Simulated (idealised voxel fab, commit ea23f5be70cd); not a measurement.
Name of the process module below: voxel fin reveal
Shown is cross-section cut, with a width of 175 nm and square cells of size 5 nm.
Heads up, the way a cross-section reads in here is a grid of square cells, handed over as bands from the top down, with every band being one or more rows of cells. Look at the band entry: it leads with the top's height and the bottom's height in nm. Then it lists the materials left to right, with a width in nm for each. The word "throughout" on a single material says that material fills the band edge to edge. The word "empty" is empty space. Counting heights begins at 0, where everything beneath is, in the wafer as received, one material. The lowest band has no bottom; it goes on downwards, as "0 -> down" shows. The expression "30->40" gives the width at the extremes of the band, the first number at its top row of cells and the second at its bottom row, with the width changing by equal amounts from each row to the next in between. "no modification" for a step: no cell of the cross-section changed in that step. For the entry "Sealed internal voids", the listed items are empty spaces with no open way to the top whose size is 8 cells or more; each item follows the pattern width x height at distance, where distance is from the left edge and all three are in nm. On each step's line, the part that comes after the settings is the simulator's own comment on the step. "overlay nm", when on a step's line for a step with a mask, measures how far to the right of its planned place the mask lay; a negative measure means to the left.

This section lists the process steps that were planned
step 1: RECEIVE [material Si]
step 2: CONFORMAL_DEP [material SiN] [thk nm 10]
step 3: DIRECTIONAL_DEP [material aC] [thk nm 10]
step 4: PATTERN [tone cover] [mask id FINS] [material resist] [width nm 15] [pitch nm 45] [thk nm 25] [overlay nm 0]
step 5: DIRECTIONAL_ETCH [etch materials aC] [depth nm 10]
step 6: STRIP [etch materials resist]
step 7: DIRECTIONAL_ETCH [etch materials SiN] [depth nm 10]
step 8: DIRECTIONAL_ETCH [etch materials Si] [depth nm 35]
step 9: STRIP [etch materials aC]
step 10: FILL_DEP [material SiO2] [thk nm 15]
step 11: CMP [height nm 10]
step 12: SELECTIVE_ETCH [etch materials SiO2] [depth nm 25]
step 13: STRIP [etch materials SiN]
Quick note for whoever runs this: the wafers start identical, but the depth nm at step 12 isn't the same across them. The plan just shows what the first wafer had.

Cross-section of the first of several wafers as received (after step 1)
	0 -> down  Si throughout
	Sealed internal voids: none

Take any row and you have a wafer at the end of the module: how many cells of each material it has gained (+) or lost (-) since it was received, and then its closed voids
depth nm 25 | -182 Si | +104 SiO2 | Sealed internal voids: none
depth nm 30 | -182 Si | +78 SiO2 | Sealed internal voids: none
depth nm 35 | -182 Si | +52 SiO2 | Sealed internal voids: none
depth nm 40 | -182 Si | +26 SiO2 | Sealed internal voids: none
depth nm 45 | -182 Si | Sealed internal voids: none
depth nm 50 | -182 Si | Sealed internal voids: none
